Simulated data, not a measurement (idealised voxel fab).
process module | voxel transistor to metal
cross-section cut | 185 nm wide | cells 5 nm
A cross-section is a grid of square cells, given in bands from the top down. A band is one or more rows of cells.
Each band's line starts with the height of the band's top and of its bottom, in nm. Then come its materials from left to right, each with its width in nm. One material with "throughout" fills the band from edge to edge. "air" is empty space.
Height 0 is the level under which the wafer as received is all one material. The lowest band goes on downwards, as in "0 down".
A width such as "30 to 40" changes by the same amount from each row of cells to the next, from the band's top row to its bottom row.
"no change" after a step means that no cell of the cross-section changed.
closed voids: empty space of 8 cells or more with no open way to the top, each as width x height at its distance from the left edge, in nm
after a step's settings: what the simulator itself notes on the step
overlay nm, on a step with a mask: how far to the right of its planned place the mask lay; to the left if negative
plan
1 op RECEIVE | material Si
2 op CONFORMAL_DEP | material SiO2 | thk nm 5
3 op CONFORMAL_DEP | material SiN | thk nm 10
4 op DIRECTIONAL_DEP | material aC | thk nm 10
5 op PATTERN | tone cover | mask id ACTIVE | material resist | width nm 95 | thk nm 30 | overlay nm 0
6 op DIRECTIONAL_ETCH | etch materials aC | depth nm 10
7 op STRIP | etch materials resist
8 op DIRECTIONAL_ETCH | etch materials SiN | depth nm 10
9 op DIRECTIONAL_ETCH | etch materials SiO2 | depth nm 5
10 op DIRECTIONAL_ETCH | etch materials Si | depth nm 25
11 op STRIP | etch materials aC
12 op FILL_DEP | material SiO2 | thk nm 15
13 op CMP | height nm 15
14 op SELECTIVE_ETCH | etch materials SiO2 | depth nm 5
15 op STRIP | etch materials SiN
16 op SELECTIVE_ETCH | etch materials SiO2 | depth nm 5
17 op OXIDIZE | depth nm 5
18 op DIRECTIONAL_DEP | material polySi | thk nm 25
19 op DIRECTIONAL_DEP | material SiCN | thk nm 15
20 op MASKED_ETCH | tone cover | mask id GATE | width nm 25 | etch materials SiCN | depth nm 25 | overlay nm 0
21 op MASKED_ETCH | tone cover | mask id GATE | width nm 25 | etch materials polySi | depth nm 35 | overlay nm 0
22 op CONFORMAL_DEP | material SiN | thk nm 5
23 op DIRECTIONAL_ETCH | etch materials SiN | depth nm 5
24 op DIRECTIONAL_ETCH | etch materials SiO2 | depth nm 5
25 op EPI | material SiGe | thk nm 5
26 op FILL_DEP | material SiO2 | thk nm 10
27 op CMP | height nm 25
28 op STRIP | etch materials polySi
29 op SELECTIVE_ETCH | etch materials SiO2 | depth nm 5
30 op CONFORMAL_DEP | material HfO2 | thk nm 5
31 op CONFORMAL_DEP | material TiN | thk nm 5
32 op FILL_DEP | material W | thk nm 10
33 op CMP | height nm 20
34 op DIRECTIONAL_DEP | material SiO2 | thk nm 15
35 op MASKED_ETCH | tone open | mask id CONTACT | width nm 15 | pitch nm 70 | etch materials SiO2 | depth nm 35 | overlay nm 0
36 op CONFORMAL_DEP | material TiN | thk nm 5
37 op FILL_DEP | material Ru | thk nm 5
38 op CMP | height nm 35
39 op DIRECTIONAL_DEP | material TiN | thk nm 5
40 op DIRECTIONAL_DEP | material Ru | thk nm 15
41 op MASKED_ETCH | tone cover | mask id METAL_1 | width nm 15 | pitch nm 70 | etch materials Ru | depth nm 15 | overlay nm 0
42 op MASKED_ETCH | tone cover | mask id METAL_1 | width nm 15 | pitch nm 70 | etch materials TiN | depth nm 5 | overlay nm 0
43 op CONFORMAL_DEP | material SiCN | thk nm 5
44 op FILL_DEP | material lowk | thk nm 5
45 op CMP | height nm 55
46 op CONFORMAL_DEP | material SiCN | thk nm 5
47 op DIRECTIONAL_DEP | material lowk | thk nm 25
48 op DIRECTIONAL_DEP | material aC | thk nm 10
49 op PATTERN | tone open | mask id METAL_2 | material resist | width nm 15 | pitch nm 70 | thk nm 30 | overlay nm 0
50 op DIRECTIONAL_ETCH | etch materials aC | depth nm 10
51 op STRIP | etch materials resist
52 op DIRECTIONAL_ETCH | etch materials lowk | depth nm 15
53 op STRIP | etch materials aC
54 op MASKED_ETCH | tone open | mask id METAL_2_HOLES | width nm 15 | pitch nm 70 | etch materials lowk | depth nm 10 | overlay nm 0
55 op MASKED_ETCH | tone open | mask id METAL_2_HOLES | width nm 15 | pitch nm 70 | etch materials SiCN | depth nm 5 | overlay nm 0
56 op CONFORMAL_DEP | material TiN | thk nm 5
57 op FILL_DEP | material Cu | thk nm 5
58 op CMP | height nm 85
59 op CONFORMAL_DEP | material SiCN | thk nm 5
varied across the wafers: width nm of step 42. The plan shows the first wafer's value. All wafers start alike
first wafer as received, after step 1
  0 down: Si throughout
  closed voids: none
first wafer at the end, after step 59
  90 to 85: SiCN throughout
  85 to 60: lowk 50 | TiN 5 | Cu 5 | TiN 5 | lowk 55 | TiN 5 | Cu 5 | TiN 5 | lowk 50
  60 to 55: SiCN 50 | TiN 15 | SiCN 55 | TiN 15 | SiCN 50
  55 to 40: lowk 45 | SiCN 5 | Ru 15 | SiCN 5 | lowk 45 | SiCN 5 | Ru 15 | SiCN 5 | lowk 45
  40 to 35: SiCN 50 | TiN 15 | SiCN 55 | TiN 15 | SiCN 50
  35 to 20: SiO2 50 | TiN 5 | Ru 5 | TiN 5 | SiO2 55 | TiN 5 | Ru 5 | TiN 5 | SiO2 50
  20 to 5: SiO2 50 | TiN 5 | Ru 5 | TiN 5 | SiO2 10 | SiN 5 | HfO2 5 | TiN 5 | W 5 | TiN 5 | HfO2 5 | SiN 5 | SiO2 10 | TiN 5 | Ru 5 | TiN 5 | SiO2 50
  5 to 0: SiO2 40 | SiN 5 | SiO2 5 | TiN 15 | SiO2 10 | SiN 5 | HfO2 5 | TiN 15 | HfO2 5 | SiN 5 | SiO2 10 | TiN 15 | SiO2 5 | SiN 5 | SiO2 40
  0 to -5: SiO2 45 | SiGe 30 | HfO2 35 | SiGe 30 | SiO2 45
  -5 to -25: SiO2 45 | Si 95 | SiO2 45
  -25 down: Si throughout
  closed voids: none
last wafer at the end
  90 to 85: SiCN throughout
  85 to 60: lowk 50 | TiN 5 | Cu 5 | TiN 5 | lowk 55 | TiN 5 | Cu 5 | TiN 5 | lowk 50
  60 to 55: SiCN 50 | TiN 15 | SiCN 55 | TiN 15 | SiCN 50
  55 to 45: lowk 45 | SiCN 5 | Ru 15 | SiCN 5 | lowk 45 | SiCN 5 | Ru 15 | SiCN 5 | lowk 45
  45 to 40: lowk 40 | SiCN 10 | Ru 15 | SiCN 15 | lowk 30 | SiCN 10 | Ru 15 | SiCN 15 | lowk 35
  40 to 35: SiCN 45 | TiN 30 | SiCN 40 | TiN 30 | SiCN 40
  35 to 20: SiO2 50 | TiN 5 | Ru 5 | TiN 5 | SiO2 55 | TiN 5 | Ru 5 | TiN 5 | SiO2 50
  20 to 5: SiO2 50 | TiN 5 | Ru 5 | TiN 5 | SiO2 10 | SiN 5 | HfO2 5 | TiN 5 | W 5 | TiN 5 | HfO2 5 | SiN 5 | SiO2 10 | TiN 5 | Ru 5 | TiN 5 | SiO2 50
  5 to 0: SiO2 40 | SiN 5 | SiO2 5 | TiN 15 | SiO2 10 | SiN 5 | HfO2 5 | TiN 15 | HfO2 5 | SiN 5 | SiO2 10 | TiN 15 | SiO2 5 | SiN 5 | SiO2 40
  0 to -5: SiO2 45 | SiGe 30 | HfO2 35 | SiGe 30 | SiO2 45
  -5 to -25: SiO2 45 | Si 95 | SiO2 45
  -25 down: Si throughout
  closed voids: none
each wafer at the end: cells of each material gained (+) or lost (-) since it was received, then its closed voids
width nm 15 | +10 Cu | +15 HfO2 | +30 Ru | -109 Si | +111 SiCN | +12 SiGe | +10 SiN | +277 SiO2 | +71 TiN | +3 W | +236 lowk | closed voids: none
width nm 20 | +10 Cu | +15 HfO2 | +30 Ru | -109 Si | +111 SiCN | +12 SiGe | +10 SiN | +277 SiO2 | +73 TiN | +3 W | +234 lowk | closed voids: none
width nm 25 | +10 Cu | +15 HfO2 | +30 Ru | -109 Si | +111 SiCN | +12 SiGe | +10 SiN | +277 SiO2 | +75 TiN | +3 W | +232 lowk | closed voids: none
width nm 30 | +10 Cu | +15 HfO2 | +30 Ru | -109 Si | +111 SiCN | +12 SiGe | +10 SiN | +277 SiO2 | +77 TiN | +3 W | +230 lowk | closed voids: none
